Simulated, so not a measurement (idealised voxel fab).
voxel self aligned vias: a process module
280 nm wide, 5 nm square cells: that's cross-section cut.
We lay out every cross-section as a grid of square cells and spell it out in bands from the top down, where one band means one or more rows of cells. A band entry consists of two parts. The first gives the height of the band's top and the height of its bottom, in nm. The rest lists the band's materials from left to right, each with its width in nm. A single material labelled with the word "everywhere" fills the band from edge to edge, and the word "blank" marks empty space. It should be noted that heights are counted from 0, beneath which the wafer as supplied is of one material throughout, and that the lowest band possesses no lower boundary but continues downward, as written in "0 -> down". So if you see something like "30->40" for the width, read it as the top row of the band sitting at the first number and the bottom row at the second, with every row in between moving by the same amount as the last. Key: "left unchanged" - step with no changed cell in the cross-section. "Closed void register" - sealed voids, min. 8 cells, no opening to top; format: width x height at distance (distance from left edge; nm throughout). Where a step's line continues beyond its settings, the continuation is a remark by the simulator itself on that step. overlay nm: right-of-plan distance of the mask on a masked step; negative values mean left-of-plan.
# Steps in the process plan
1. op RECEIVE | material Si
2. op CONFORMAL_DEP | material SiO2 | thk nm 10
3. op CONFORMAL_DEP | material SiCN | thk nm 5
4. op DIRECTIONAL_DEP | material lowk | thk nm 25
5. op DIRECTIONAL_DEP | material aC | thk nm 15
6. op PATTERN | tone open | mask id LINES | material resist | width nm 30 | pitch nm 75 | thk nm 30 | overlay nm 0
7. op DIRECTIONAL_ETCH | etch materials aC | depth nm 15
8. op STRIP | etch materials resist
9. op DIRECTIONAL_ETCH | etch materials lowk | depth nm 25
10. op STRIP | etch materials aC
11. op CONFORMAL_DEP | material TiN | thk nm 5
12. op FILL_DEP | material W | thk nm 5
13. op CMP | height nm 40
14. op SELECTIVE_ETCH | etch materials W Ru TiN | depth nm 5
15. op FILL_DEP | material SiN | thk nm 10
16. op CMP | height nm 40
17. op DIRECTIONAL_DEP | material lowk | thk nm 15
18. op DIRECTIONAL_DEP | material aC | thk nm 15
19. op PATTERN | tone open | mask id VIAS | material resist | width nm 50 | thk nm 30 | overlay nm 0
20. op DIRECTIONAL_ETCH | etch materials aC | depth nm 15
21. op STRIP | etch materials resist
22. op DIRECTIONAL_ETCH | etch materials lowk | depth nm 15
23. op DIRECTIONAL_ETCH | etch materials SiN | depth nm 5
24. op STRIP | etch materials aC
25. op CONFORMAL_DEP | material TiN | thk nm 5
26. op FILL_DEP | material Ru | thk nm 5
27. op CMP | height nm 55
28. op CONFORMAL_DEP | material SiCN | thk nm 5
# Wafer, first of two, run as planned
# Here's what the wafer looked like in cross-section when it arrived - that's after step 1
    0 -> down | Si everywhere
    Closed void register: none
# After step 2: wafer cross-section
    10 -> 0 | SiO2 everywhere
    Anything lower than 0 is untouched.
# After step 3: wafer cross-section
    15 -> 10 | SiCN everywhere
    Anything lower than 10 is untouched.
# After step 4: wafer cross-section
    40 -> 15 | lowk everywhere
    Anything lower than 15 is untouched.
# After step 5: wafer cross-section
    55 -> 40 | aC everywhere
    Anything lower than 40 is untouched.
# After step 6: wafer cross-section
    85 -> 55 | 85 nm resist; 30 nm blank; 45 nm resist; 30 nm blank; 90 nm resist
    Anything lower than 55 is untouched.
# After step 7: wafer cross-section
    70 -> 55 | 85 nm resist; 30 nm blank; 45 nm resist; 30 nm blank; 90 nm resist
    55 -> 40 | 85 nm aC; 30 nm blank; 45 nm aC; 30 nm blank; 90 nm aC
    Anything lower than 40 is untouched.
# After step 8: wafer cross-section
    55 -> 40 | 85 nm aC; 30 nm blank; 45 nm aC; 30 nm blank; 90 nm aC
    Anything lower than 40 is untouched.
# After step 9: wafer cross-section
    55 -> 40 | 85 nm aC; 30 nm blank; 45 nm aC; 30 nm blank; 90 nm aC
    40 -> 15 | 85 nm lowk; 30 nm blank; 45 nm lowk; 30 nm blank; 90 nm lowk
    Anything lower than 15 is untouched.
# After step 10: wafer cross-section
    40 -> 15 | 85 nm lowk; 30 nm blank; 45 nm lowk; 30 nm blank; 90 nm lowk
    Anything lower than 15 is untouched.
# After step 11: wafer cross-section
    45 -> 40 | 90 nm TiN; 20 nm blank; 55 nm TiN; 20 nm blank; 95 nm TiN
    40 -> 20 | 85 nm lowk; 5 nm TiN; 20 nm blank; 5 nm TiN; 45 nm lowk; 5 nm TiN; 20 nm blank; 5 nm TiN; 90 nm lowk
    20 -> 15 | 85 nm lowk; 30 nm TiN; 45 nm lowk; 30 nm TiN; 90 nm lowk
    Anything lower than 15 is untouched.
# After step 12: wafer cross-section
    50 -> 45 | W everywhere
    45 -> 40 | 90 nm TiN; 20 nm W; 55 nm TiN; 20 nm W; 95 nm TiN
    40 -> 20 | 85 nm lowk; 5 nm TiN; 20 nm W; 5 nm TiN; 45 nm lowk; 5 nm TiN; 20 nm W; 5 nm TiN; 90 nm lowk
    Anything lower than 20 is untouched.
# After step 13: wafer cross-section
    40 -> 20 | 85 nm lowk; 5 nm TiN; 20 nm W; 5 nm TiN; 45 nm lowk; 5 nm TiN; 20 nm W; 5 nm TiN; 90 nm lowk
    Anything lower than 20 is untouched.
# After step 14: wafer cross-section
    40 -> 35 | 85 nm lowk; 30 nm blank; 45 nm lowk; 30 nm blank; 90 nm lowk
    Anything lower than 35 is untouched.
# After step 15: wafer cross-section
    50 -> 40 | SiN everywhere
    40 -> 35 | 85 nm lowk; 30 nm SiN; 45 nm lowk; 30 nm SiN; 90 nm lowk
    Anything lower than 35 is untouched.
# After step 16: wafer cross-section
    40 -> 35 | 85 nm lowk; 30 nm SiN; 45 nm lowk; 30 nm SiN; 90 nm lowk
    Anything lower than 35 is untouched.
# After step 17: wafer cross-section
    55 -> 40 | lowk everywhere
    Anything lower than 40 is untouched.
# After step 18: wafer cross-section
    70 -> 55 | aC everywhere
    Anything lower than 55 is untouched.
# After step 19: wafer cross-section
    100 -> 70 | 75 nm resist; 50 nm blank; 155 nm resist
    Anything lower than 70 is untouched.
# After step 20: wafer cross-section
    85 -> 70 | 75 nm resist; 50 nm blank; 155 nm resist
    70 -> 55 | 75 nm aC; 50 nm blank; 155 nm aC
    Anything lower than 55 is untouched.
# After step 21: wafer cross-section
    70 -> 55 | 75 nm aC; 50 nm blank; 155 nm aC
    Anything lower than 55 is untouched.
# After step 22: wafer cross-section
    70 -> 55 | 75 nm aC; 50 nm blank; 155 nm aC
    55 -> 40 | 75 nm lowk; 50 nm blank; 155 nm lowk
    Anything lower than 40 is untouched.
# After step 23: wafer cross-section
    70 -> 55 | 75 nm aC; 50 nm blank; 155 nm aC
    55 -> 40 | 75 nm lowk; 50 nm blank; 155 nm lowk
    40 -> 35 | 85 nm lowk; 30 nm blank; 45 nm lowk; 30 nm SiN; 90 nm lowk
    Anything lower than 35 is untouched.
# After step 24: wafer cross-section
    55 -> 40 | 75 nm lowk; 50 nm blank; 155 nm lowk
    Anything lower than 40 is untouched.
# After step 25: wafer cross-section
    60 -> 55 | 80 nm TiN; 40 nm blank; 160 nm TiN
    55 -> 45 | 75 nm lowk; 5 nm TiN; 40 nm blank; 5 nm TiN; 155 nm lowk
    45 -> 40 | 75 nm lowk; 15 nm TiN; 20 nm blank; 15 nm TiN; 155 nm lowk
    40 -> 35 | 85 nm lowk; 30 nm TiN; 45 nm lowk; 30 nm SiN; 90 nm lowk
    Anything lower than 35 is untouched.
# After step 26: wafer cross-section
    65 -> 60 | Ru everywhere
    60 -> 55 | 80 nm TiN; 40 nm Ru; 160 nm TiN
    55 -> 45 | 75 nm lowk; 5 nm TiN; 40 nm Ru; 5 nm TiN; 155 nm lowk
    45 -> 40 | 75 nm lowk; 15 nm TiN; 20 nm Ru; 15 nm TiN; 155 nm lowk
    Anything lower than 40 is untouched.
# After step 27: wafer cross-section
    55 -> 45 | 75 nm lowk; 5 nm TiN; 40 nm Ru; 5 nm TiN; 155 nm lowk
    Anything lower than 45 is untouched.
# After step 28: wafer cross-section
    60 -> 55 | SiCN everywhere
    Anything lower than 55 is untouched.
# It is to be noted that the second wafer proceeded from the same initial state and according to the same plan as the first, although one mistake was committed in its execution; through step 5, inclusive, the two wafers share an identical history
# What the second wafer looks like in cross-section when step 6 should have wrapped up
    85 -> 55 | 85 nm blank; 30 nm resist; 45 nm blank; 30 nm resist; 90 nm blank
    Anything lower than 55 is untouched.
# What the second wafer looks like in cross-section when step 7 should have wrapped up
    70 -> 55 | 85 nm blank; 30 nm resist; 45 nm blank; 30 nm resist; 90 nm blank
    55 -> 40 | 85 nm blank; 30 nm aC; 45 nm blank; 30 nm aC; 90 nm blank
    Anything lower than 40 is untouched.
# What the second wafer looks like in cross-section when step 8 should have wrapped up
    55 -> 40 | 85 nm blank; 30 nm aC; 45 nm blank; 30 nm aC; 90 nm blank
    Anything lower than 40 is untouched.
# What the second wafer looks like in cross-section when step 9 should have wrapped up
    55 -> 40 | 85 nm blank; 30 nm aC; 45 nm blank; 30 nm aC; 90 nm blank
    40 -> 15 | 85 nm blank; 30 nm lowk; 45 nm blank; 30 nm lowk; 90 nm blank
    Anything lower than 15 is untouched.
# What the second wafer looks like in cross-section when step 10 should have wrapped up
    40 -> 15 | 85 nm blank; 30 nm lowk; 45 nm blank; 30 nm lowk; 90 nm blank
    Anything lower than 15 is untouched.
# What the second wafer looks like in cross-section when step 11 should have wrapped up
    45 -> 40 | 80 nm blank; 40 nm TiN; 35 nm blank; 40 nm TiN; 85 nm blank
    40 -> 20 | 80 nm blank; 5 nm TiN; 30 nm lowk; 5 nm TiN; 35 nm blank; 5 nm TiN; 30 nm lowk; 5 nm TiN; 85 nm blank
    20 -> 15 | 85 nm TiN; 30 nm lowk; 45 nm TiN; 30 nm lowk; 90 nm TiN
    Anything lower than 15 is untouched.
# What the second wafer looks like in cross-section when step 12 should have wrapped up
    50 -> 45 | W everywhere
    45 -> 40 | 80 nm W; 40 nm TiN; 35 nm W; 40 nm TiN; 85 nm W
    40 -> 20 | 80 nm W; 5 nm TiN; 30 nm lowk; 5 nm TiN; 35 nm W; 5 nm TiN; 30 nm lowk; 5 nm TiN; 85 nm W
    Anything lower than 20 is untouched.
# What the second wafer looks like in cross-section when step 13 should have wrapped up
    40 -> 20 | 80 nm W; 5 nm TiN; 30 nm lowk; 5 nm TiN; 35 nm W; 5 nm TiN; 30 nm lowk; 5 nm TiN; 85 nm W
    Anything lower than 20 is untouched.
# What the second wafer looks like in cross-section when step 14 should have wrapped up
    40 -> 35 | 85 nm blank; 30 nm lowk; 45 nm blank; 30 nm lowk; 90 nm blank
    Anything lower than 35 is untouched.
# What the second wafer looks like in cross-section when step 15 should have wrapped up
    50 -> 40 | SiN everywhere
    40 -> 35 | 85 nm SiN; 30 nm lowk; 45 nm SiN; 30 nm lowk; 90 nm SiN
    Anything lower than 35 is untouched.
# What the second wafer looks like in cross-section when step 16 should have wrapped up
    40 -> 35 | 85 nm SiN; 30 nm lowk; 45 nm SiN; 30 nm lowk; 90 nm SiN
    Anything lower than 35 is untouched.
# What the second wafer looks like in cross-section when step 17 should have wrapped up
    55 -> 40 | lowk everywhere
    Anything lower than 40 is untouched.
# What the second wafer looks like in cross-section when step 18 should have wrapped up
    70 -> 55 | aC everywhere
    Anything lower than 55 is untouched.
# What the second wafer looks like in cross-section when step 19 should have wrapped up
    100 -> 70 | 75 nm resist; 50 nm blank; 155 nm resist
    Anything lower than 70 is untouched.
# What the second wafer looks like in cross-section when step 20 should have wrapped up
    85 -> 70 | 75 nm resist; 50 nm blank; 155 nm resist
    70 -> 55 | 75 nm aC; 50 nm blank; 155 nm aC
    Anything lower than 55 is untouched.
# What the second wafer looks like in cross-section when step 21 should have wrapped up
    70 -> 55 | 75 nm aC; 50 nm blank; 155 nm aC
    Anything lower than 55 is untouched.
# What the second wafer looks like in cross-section when step 22 should have wrapped up
    70 -> 55 | 75 nm aC; 50 nm blank; 155 nm aC
    55 -> 40 | 75 nm lowk; 50 nm blank; 155 nm lowk
    Anything lower than 40 is untouched.
# What the second wafer looks like in cross-section when step 23 should have wrapped up
    70 -> 55 | 75 nm aC; 50 nm blank; 155 nm aC
    55 -> 40 | 75 nm lowk; 50 nm blank; 155 nm lowk
    40 -> 35 | 75 nm SiN; 10 nm blank; 30 nm lowk; 10 nm blank; 35 nm SiN; 30 nm lowk; 90 nm SiN
    Anything lower than 35 is untouched.
# What the second wafer looks like in cross-section when step 24 should have wrapped up
    55 -> 40 | 75 nm lowk; 50 nm blank; 155 nm lowk
    Anything lower than 40 is untouched.
# What the second wafer looks like in cross-section when step 25 should have wrapped up
    60 -> 55 | 80 nm TiN; 40 nm blank; 160 nm TiN
    55 -> 45 | 75 nm lowk; 5 nm TiN; 40 nm blank; 5 nm TiN; 155 nm lowk
    45 -> 40 | 75 nm lowk; 50 nm TiN; 155 nm lowk
    40 -> 35 | 75 nm SiN; 10 nm TiN; 30 nm lowk; 10 nm TiN; 35 nm SiN; 30 nm lowk; 90 nm SiN
    Anything lower than 35 is untouched.
# What the second wafer looks like in cross-section when step 26 should have wrapped up
    65 -> 60 | Ru everywhere
    60 -> 55 | 80 nm TiN; 40 nm Ru; 160 nm TiN
    55 -> 45 | 75 nm lowk; 5 nm TiN; 40 nm Ru; 5 nm TiN; 155 nm lowk
    Anything lower than 45 is untouched.
# What the second wafer looks like in cross-section when step 27 should have wrapped up
    55 -> 45 | 75 nm lowk; 5 nm TiN; 40 nm Ru; 5 nm TiN; 155 nm lowk
    Anything lower than 45 is untouched.
# What the second wafer looks like in cross-section when step 28 should have wrapped up
    60 -> 55 | SiCN everywhere
    Anything lower than 55 is untouched.
Heads up, the wafer didn't run the way we planned it: planned and actual differ for step 6; actual: op PATTERN | tone cover | mask id LINES | material resist | width nm 30 | pitch nm 75 | thk nm 30 | overlay nm 0
End of process, cell counts, second wafer against first, materials with more or fewer: Ru -4 | SiN +34 | TiN +34 | W +96 | lowk -160
